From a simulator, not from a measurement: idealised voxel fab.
process module | voxel lift off
cross-section cut | 205 nm wide | cells 5 nm
A cross-section is a grid of square cells, given in bands from the top down. A band is one or more rows of cells.
Each band's line starts with the height of the band's top and of its bottom, in nm. Then come its materials from left to right, each with its width in nm. One material with "throughout" fills the band from edge to edge. "air" is empty space.
Height 0 is the level under which the wafer as received is all one material. The lowest band goes on downwards, as in "0 down".
A width such as "30 to 40" changes by the same amount from each row of cells to the next, from the band's top row to its bottom row.
"no change" after a step means that no cell of the cross-section changed.
closed voids: empty space of 8 cells or more with no open way to the top, each as width x height at its distance from the left edge, in nm
after a step's settings: what the simulator itself notes on the step
overlay nm, on a step with a mask: how far to the right of its planned place the mask lay; to the left if negative
plan
1 op RECEIVE | material Si
2 op CONFORMAL_DEP | material Al2O3 | thk nm 15
3 op PATTERN | tone open | mask id LINES | material resist | width nm 30 | pitch nm 55 | thk nm 25 | overlay nm 0
4 op DIRECTIONAL_DEP | material Ru | thk nm 10
5 op STRIP | etch materials resist
6 op CONFORMAL_DEP | material SiN | thk nm 5
first wafer, as planned
as received, after step 1
  0 down: Si throughout
  closed voids: none
after step 2
  15 to 0: Al2O3 throughout
  below 0: unchanged
after step 3
  40 to 15: resist 60 | air 30 | resist 25 | air 30 | resist 60
  below 15: unchanged
after step 4
  50 to 40: Ru 60 | air 30 | Ru 25 | air 30 | Ru 60
  40 to 25: resist 60 | air 30 | resist 25 | air 30 | resist 60
  25 to 15: resist 60 | Ru 30 | resist 25 | Ru 30 | resist 60
  below 15: unchanged
after step 5
  25 to 15: air 60 | Ru 30 | air 25 | Ru 30 | air 60
  below 15: unchanged
after step 6
  30 to 25: air 55 | SiN 40 | air 15 | SiN 40 | air 55
  25 to 20: air 55 | SiN 5 | Ru 30 | SiN 5 | air 15 | SiN 5 | Ru 30 | SiN 5 | air 55
  20 to 15: SiN 60 | Ru 30 | SiN 25 | Ru 30 | SiN 60
  below 15: unchanged
second wafer: like start, like plan, one mistake. Through step 1 it matches the first wafer
when step 2 should have ended: no change
when step 3 should have ended
  25 to 0: resist 60 | air 30 | resist 25 | air 30 | resist 60
  below 0: unchanged
when step 4 should have ended
  35 to 25: Ru 60 | air 30 | Ru 25 | air 30 | Ru 60
  25 to 10: resist 60 | air 30 | resist 25 | air 30 | resist 60
  10 to 0: resist 60 | Ru 30 | resist 25 | Ru 30 | resist 60
  below 0: unchanged
when step 5 should have ended
  10 to 0: air 60 | Ru 30 | air 25 | Ru 30 | air 60
  below 0: unchanged
when step 6 should have ended
  15 to 10: air 55 | SiN 40 | air 15 | SiN 40 | air 55
  10 to 5: air 55 | SiN 5 | Ru 30 | SiN 5 | air 15 | SiN 5 | Ru 30 | SiN 5 | air 55
  5 to 0: SiN 60 | Ru 30 | SiN 25 | Ru 30 | SiN 60
  below 0: unchanged
what went wrong: step 2 was left out
at the end the second wafer has, in cells: 123 fewer of Al2O3
